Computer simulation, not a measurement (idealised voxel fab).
This is a process module. Its name is voxel self aligned contacts.
cross-section cut | 210 nm wide | cells 5 nm
Cross-section spec: square-cell grid; bands listed top down; each band is one or more rows. Quick guide to a band line: top height, bottom height (nm) up front; then every material left to right with its width in nm. Only one material and it's marked "everywhere"? Then it fills the band edge to edge. And "blank" just means empty space. Where do heights start? At 0: under that level the wafer as delivered is made of one material only. And the lowest band has no floor; it just carries on downward, as in "from 0 down". The width entry "30->40" should be interpreted row by row: the top row of cells in the band takes the first number, the bottom row takes the second number, and the change between adjacent rows is uniform throughout. Basically "remains unaltered" means that step didn't change any cell in the cross-section. "Voids, fully enclosed" specifies each empty space that is not open to the top and that occupies no fewer than 8 cells, using the form width x height at distance, the distance measured from the left edge and all three quantities in nm. Note: text after step settings on the step line = simulator remark on that step. On any step carrying a mask, the "overlay nm" setting, if present on the step's line, tells how far right of its planned place the mask lay; negative values point to the left.
Set out below are the planned steps of the process
1,RECEIVE (material Si)
2,CONFORMAL_DEP (material SiO2; thk nm 5)
3,DIRECTIONAL_DEP (material polySi; thk nm 30)
4,DIRECTIONAL_DEP (material SiN; thk nm 15)
5,MASKED_ETCH (tone cover; mask id GATE; width nm 30; pitch nm 55; etch materials SiN; depth nm 15; overlay nm 0)
6,MASKED_ETCH (tone cover; mask id GATE; width nm 30; pitch nm 55; etch materials polySi; depth nm 30; overlay nm 0)
7,CONFORMAL_DEP (material SiN; thk nm 5)
8,DIRECTIONAL_ETCH (etch materials SiN; depth nm 5)
9,FILL_DEP (material SiO2; thk nm 20)
10,CMP (height nm 60)
11,MASKED_ETCH (tone open; mask id CONTACT; width nm 35; etch materials SiO2; depth nm 60; overlay nm 0)
12,CONFORMAL_DEP (material TiN; thk nm 5)
13,FILL_DEP (material Ru; thk nm 5)
14,CMP (height nm 60)
15,CONFORMAL_DEP (material SiCN; thk nm 5)
Run as planned: first of two wafers
Cross-section of the incoming wafer, state after step 1
from 0 down: Si everywhere
Voids, fully enclosed: none
Step 2 complete: cross-section through the wafer
from 5 to 0: SiO2 everywhere
All layers under 0 are left as they were.
Step 3 complete: cross-section through the wafer
from 35 to 5: polySi everywhere
All layers under 5 are left as they were.
Step 4 complete: cross-section through the wafer
from 50 to 35: SiN everywhere
All layers under 35 are left as they were.
Step 5 complete: cross-section through the wafer
from 50 to 35: 60 blank, then 30 SiN, then 25 blank, then 30 SiN, then 65 blank
All layers under 35 are left as they were.
Step 6 complete: cross-section through the wafer
from 50 to 35: 60 blank, then 30 SiN, then 25 blank, then 30 SiN, then 65 blank
from 35 to 5: 60 blank, then 30 polySi, then 25 blank, then 30 polySi, then 65 blank
All layers under 5 are left as they were.
Step 7 complete: cross-section through the wafer
from 55 to 35: 55 blank, then 40 SiN, then 15 blank, then 40 SiN, then 60 blank
from 35 to 10: 55 blank, then 5 SiN, then 30 polySi, then 5 SiN, then 15 blank, then 5 SiN, then 30 polySi, then 5 SiN, then 60 blank
from 10 to 5: 60 SiN, then 30 polySi, then 25 SiN, then 30 polySi, then 65 SiN
All layers under 5 are left as they were.
Step 8 complete: cross-section through the wafer
from 50 to 35: 55 blank, then 40 SiN, then 15 blank, then 40 SiN, then 60 blank
from 35 to 5: 55 blank, then 5 SiN, then 30 polySi, then 5 SiN, then 15 blank, then 5 SiN, then 30 polySi, then 5 SiN, then 60 blank
All layers under 5 are left as they were.
Step 9 complete: cross-section through the wafer
from 70 to 50: SiO2 everywhere
from 50 to 35: 55 SiO2, then 40 SiN, then 15 SiO2, then 40 SiN, then 60 SiO2
from 35 to 5: 55 SiO2, then 5 SiN, then 30 polySi, then 5 SiN, then 15 SiO2, then 5 SiN, then 30 polySi, then 5 SiN, then 60 SiO2
All layers under 5 are left as they were.
Step 10 complete: cross-section through the wafer
from 60 to 50: SiO2 everywhere
All layers under 50 are left as they were.
Step 11 complete: cross-section through the wafer
from 60 to 50: 85 SiO2, then 35 blank, then 90 SiO2
from 50 to 35: 55 SiO2, then 40 SiN, then 15 blank, then 40 SiN, then 60 SiO2
from 35 to 5: 55 SiO2, then 5 SiN, then 30 polySi, then 5 SiN, then 15 blank, then 5 SiN, then 30 polySi, then 5 SiN, then 60 SiO2
from 5 to 0: 95 SiO2, then 15 blank, then 100 SiO2
All layers under 0 are left as they were.
Step 12 complete: cross-section through the wafer
from 65 to 60: 90 TiN, then 25 blank, then 95 TiN
from 60 to 50: 85 SiO2, then 5->15 TiN, then 25->5 blank, then 5->15 TiN, then 90 SiO2
from 50 to 35: 55 SiO2, then 40 SiN, then 5 TiN, then 5 blank, then 5 TiN, then 40 SiN, then 60 SiO2
from 35 to 5: 55 SiO2, then 5 SiN, then 30 polySi, then 5 SiN, then 5 TiN, then 5 blank, then 5 TiN, then 5 SiN, then 30 polySi, then 5 SiN, then 60 SiO2
from 5 to 0: 95 SiO2, then 15 TiN, then 100 SiO2
All layers under 0 are left as they were.
Step 13 complete: cross-section through the wafer
from 70 to 65: Ru everywhere
from 65 to 60: 90 TiN, then 25 Ru, then 95 TiN
from 60 to 50: 85 SiO2, then 5->15 TiN, then 25->5 Ru, then 5->15 TiN, then 90 SiO2
from 50 to 35: 55 SiO2, then 40 SiN, then 5 TiN, then 5 Ru, then 5 TiN, then 40 SiN, then 60 SiO2
from 35 to 5: 55 SiO2, then 5 SiN, then 30 polySi, then 5 SiN, then 5 TiN, then 5 Ru, then 5 TiN, then 5 SiN, then 30 polySi, then 5 SiN, then 60 SiO2
All layers under 5 are left as they were.
Step 14 complete: cross-section through the wafer
from 60 to 50: 85 SiO2, then 5->15 TiN, then 25->5 Ru, then 5->15 TiN, then 90 SiO2
All layers under 50 are left as they were.
Step 15 complete: cross-section through the wafer
from 65 to 60: SiCN everywhere
All layers under 60 are left as they were.
Second wafer, same starting state and plan as the first, one mistake in the run, identical through step 5
Cross-section: second wafer, time at which step 6 was scheduled to end
from 50 to 35: 60 blank, then 30 SiN, then 25 blank, then 30 SiN, then 65 blank
from 35 to 5: 55 blank, then 40 polySi, then 15 blank, then 40 polySi, then 60 blank
All layers under 5 are left as they were.
Cross-section: second wafer, time at which step 7 was scheduled to end
from 55 to 40: 55 blank, then 40 SiN, then 15 blank, then 40 SiN, then 60 blank
from 40 to 35: 50 blank, then 50 SiN, then 5 blank, then 50 SiN, then 55 blank
from 35 to 10: 50 blank, then 5 SiN, then 40 polySi, then 5 SiN, then 5 blank, then 5 SiN, then 40 polySi, then 5 SiN, then 55 blank
from 10 to 5: 55 SiN, then 40 polySi, then 15 SiN, then 40 polySi, then 60 SiN
All layers under 5 are left as they were.
Cross-section: second wafer, time at which step 8 was scheduled to end
from 50 to 35: 55 blank, then 40 SiN, then 15 blank, then 40 SiN, then 60 blank
from 35 to 5: 50 blank, then 5 SiN, then 40 polySi, then 5 SiN, then 5 blank, then 5 SiN, then 40 polySi, then 5 SiN, then 55 blank
All layers under 5 are left as they were.
Cross-section: second wafer, time at which step 9 was scheduled to end
from 70 to 50: SiO2 everywhere
from 50 to 35: 55 SiO2, then 40 SiN, then 15 SiO2, then 40 SiN, then 60 SiO2
from 35 to 5: 50 SiO2, then 5 SiN, then 40 polySi, then 5 SiN, then 5 SiO2, then 5 SiN, then 40 polySi, then 5 SiN, then 55 SiO2
All layers under 5 are left as they were.
Cross-section: second wafer, time at which step 10 was scheduled to end
from 60 to 50: SiO2 everywhere
All layers under 50 are left as they were.
Cross-section: second wafer, time at which step 11 was scheduled to end
from 60 to 50: 85 SiO2, then 35 blank, then 90 SiO2
from 50 to 35: 55 SiO2, then 40 SiN, then 15 blank, then 40 SiN, then 60 SiO2
from 35 to 5: 50 SiO2, then 5 SiN, then 40 polySi, then 5 SiN, then 5 blank, then 5 SiN, then 40 polySi, then 5 SiN, then 55 SiO2
from 5 to 0: 100 SiO2, then 5 blank, then 105 SiO2
All layers under 0 are left as they were.
Cross-section: second wafer, time at which step 12 was scheduled to end
from 65 to 60: 90 TiN, then 25 blank, then 95 TiN
from 60 to 50: 85 SiO2, then 5->15 TiN, then 25->5 blank, then 5->15 TiN, then 90 SiO2
from 50 to 40: 55 SiO2, then 40 SiN, then 5 TiN, then 5 blank, then 5 TiN, then 40 SiN, then 60 SiO2
from 40 to 35: 55 SiO2, then 40 SiN, then 15 TiN, then 40 SiN, then 60 SiO2
from 35 to 5: 50 SiO2, then 5 SiN, then 40 polySi, then 5 SiN, then 5 TiN, then 5 SiN, then 40 polySi, then 5 SiN, then 55 SiO2
from 5 to 0: 100 SiO2, then 5 TiN, then 105 SiO2
All layers under 0 are left as they were.
Cross-section: second wafer, time at which step 13 was scheduled to end
from 70 to 65: Ru everywhere
from 65 to 60: 90 TiN, then 25 Ru, then 95 TiN
from 60 to 50: 85 SiO2, then 5->15 TiN, then 25->5 Ru, then 5->15 TiN, then 90 SiO2
from 50 to 40: 55 SiO2, then 40 SiN, then 5 TiN, then 5 Ru, then 5 TiN, then 40 SiN, then 60 SiO2
All layers under 40 are left as they were.
Cross-section: second wafer, time at which step 14 was scheduled to end
from 60 to 50: 85 SiO2, then 5->15 TiN, then 25->5 Ru, then 5->15 TiN, then 90 SiO2
All layers under 50 are left as they were.
Cross-section: second wafer, time at which step 15 was scheduled to end
from 65 to 60: SiCN everywhere
All layers under 60 are left as they were.
What broke from the plan during processing? step 6 deviated from plan and actually ran as MASKED_ETCH (tone cover; mask id GATE; width nm 40; pitch nm 55; etch materials polySi; depth nm 30; overlay nm 0)
Bottom line after processing is that, in cells, the second wafer is up or down on some materials versus the first: Ru -7; SiO2 -10; TiN -7; polySi +24
